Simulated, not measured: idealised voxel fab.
Process module, titled voxel self aligned vias
It is cross-section cut that appears here, measuring 295 nm in width, its square cells being 5 nm in size.
The cross-sections in this document take the form of a grid made of square cells. They are written out as bands, in order from top to bottom. Each band consists of one or more rows of cells.
Top, bottom (nm), then materials left to right with widths (nm); lone material tagged "full width" fills the whole band edge to edge; "blank" = empty space.
Heights are reckoned from 0. Under this level, the received wafer is all of one material. The bottommost band is open-ended downward, for example "0 down".
So if you see something like "30..40" for the width, read it as the top row of the band sitting at the first number and the bottom row at the second, with every row in between moving by the same amount as the last.
Where a step carries "remains unaltered", the cross-section came out of it unchanged, cell for cell.
The label "Sealed voids" introduces a list of the empty spaces, 8 cells or larger, that have no open way up to the top; each entry in it reads width x height at distance, where the distance is taken from the left edge and all three are stated in nm.
Note: text after step settings on the step line = simulator remark on that step.
overlay nm: where the mask lay relative to plan, measured to the right, on steps with a mask; negatives go left.

So here's the lineup of process steps we planned
1. RECEIVE with material Si
2. CONFORMAL_DEP with material SiO2, thk nm 15
3. CONFORMAL_DEP with material SiCN, thk nm 5
4. DIRECTIONAL_DEP with material SiO2, thk nm 30
5. DIRECTIONAL_DEP with material aC, thk nm 15
6. PATTERN with tone open, mask id LINES, material resist, width nm 20, pitch nm 70, thk nm 35, overlay nm 0
7. DIRECTIONAL_ETCH with etch materials aC, depth nm 15
8. STRIP with etch materials resist
9. DIRECTIONAL_ETCH with etch materials SiO2, depth nm 30
10. STRIP with etch materials aC
11. CONFORMAL_DEP with material TiN, thk nm 5
12. FILL_DEP with material W, thk nm 10
13. CMP with height nm 50
14. SELECTIVE_ETCH with etch materials W Ru TiN, depth nm 10
15. FILL_DEP with material SiN, thk nm 5
16. CMP with height nm 50
17. DIRECTIONAL_DEP with material SiO2, thk nm 20
18. MASKED_ETCH with tone open, mask id VIAS, width nm 40, pitch nm 140, etch materials SiO2, depth nm 20, overlay nm 0
19. MASKED_ETCH with tone open, mask id VIAS, width nm 40, pitch nm 140, etch materials SiN, depth nm 10, overlay nm 0
20. CONFORMAL_DEP with material TiN, thk nm 5
21. FILL_DEP with material Ru, thk nm 10
22. CMP with height nm 70
23. CONFORMAL_DEP with material SiN, thk nm 5
Heads up: all these wafers start the same, and what changes between them is the thk nm in step 23. The value you see in the plan is just what the first wafer got.

Cross-section: the first of several wafers in its as-received state, i.e. following step 1
* 0 down  Si full width
* Sealed voids: none

The first of several wafers, seen in cross-section after the module's last step, step 23
* 75 to 70  SiN full width
* 70 to 55  55 SiO2, 5 TiN, 30 Ru, 5 TiN, 100 SiO2, 5 TiN, 30 Ru, 5 TiN, 60 SiO2
* 55 to 50  55 SiO2, 15 TiN, 10 Ru, 15 TiN, 100 SiO2, 15 TiN, 10 Ru, 15 TiN, 60 SiO2
* 50 to 45  65 SiO2, 5 TiN, 10 Ru, 5 TiN, 50 SiO2, 20 SiN, 50 SiO2, 5 TiN, 10 Ru, 5 TiN, 70 SiO2
* 45 to 40  65 SiO2, 20 TiN, 50 SiO2, 20 SiN, 50 SiO2, 20 TiN, 70 SiO2
* 40 to 25  65 SiO2, 5 TiN, 10 W, 5 TiN, 50 SiO2, 5 TiN, 10 W, 5 TiN, 50 SiO2, 5 TiN, 10 W, 5 TiN, 70 SiO2
* 25 to 20  65 SiO2, 20 TiN, 50 SiO2, 20 TiN, 50 SiO2, 20 TiN, 70 SiO2
* 20 to 15  SiCN full width
* 15 to 0  SiO2 full width
* 0 down  Si full width
* Sealed voids: none

End of module: cross-section, last of several wafers
* 90 to 70  SiN full width
* 70 to 55  55 SiO2, 5 TiN, 30 Ru, 5 TiN, 100 SiO2, 5 TiN, 30 Ru, 5 TiN, 60 SiO2
* 55 to 50  55 SiO2, 15 TiN, 10 Ru, 15 TiN, 100 SiO2, 15 TiN, 10 Ru, 15 TiN, 60 SiO2
* 50 to 45  65 SiO2, 5 TiN, 10 Ru, 5 TiN, 50 SiO2, 20 SiN, 50 SiO2, 5 TiN, 10 Ru, 5 TiN, 70 SiO2
* 45 to 40  65 SiO2, 20 TiN, 50 SiO2, 20 SiN, 50 SiO2, 20 TiN, 70 SiO2
* 40 to 25  65 SiO2, 5 TiN, 10 W, 5 TiN, 50 SiO2, 5 TiN, 10 W, 5 TiN, 50 SiO2, 5 TiN, 10 W, 5 TiN, 70 SiO2
* 25 to 20  65 SiO2, 20 TiN, 50 SiO2, 20 TiN, 50 SiO2, 20 TiN, 70 SiO2
* 20 to 15  SiCN full width
* 15 to 0  SiO2 full width
* 0 down  Si full width
* Sealed voids: none

Below, a row for every wafer. Read it as the end-of-module picture: for each material the wafer shows its cells gained (+) or lost (-) since it was received, and then its closed voids
thk nm 5 | +44 Ru | +59 SiCN | +67 SiN | +631 SiO2 | +66 TiN | +18 W | Sealed voids: none
thk nm 10 | +44 Ru | +59 SiCN | +126 SiN | +631 SiO2 | +66 TiN | +18 W | Sealed voids: none
thk nm 15 | +44 Ru | +59 SiCN | +185 SiN | +631 SiO2 | +66 TiN | +18 W | Sealed voids: none
thk nm 20 | +44 Ru | +59 SiCN | +244 SiN | +631 SiO2 | +66 TiN | +18 W | Sealed voids: none
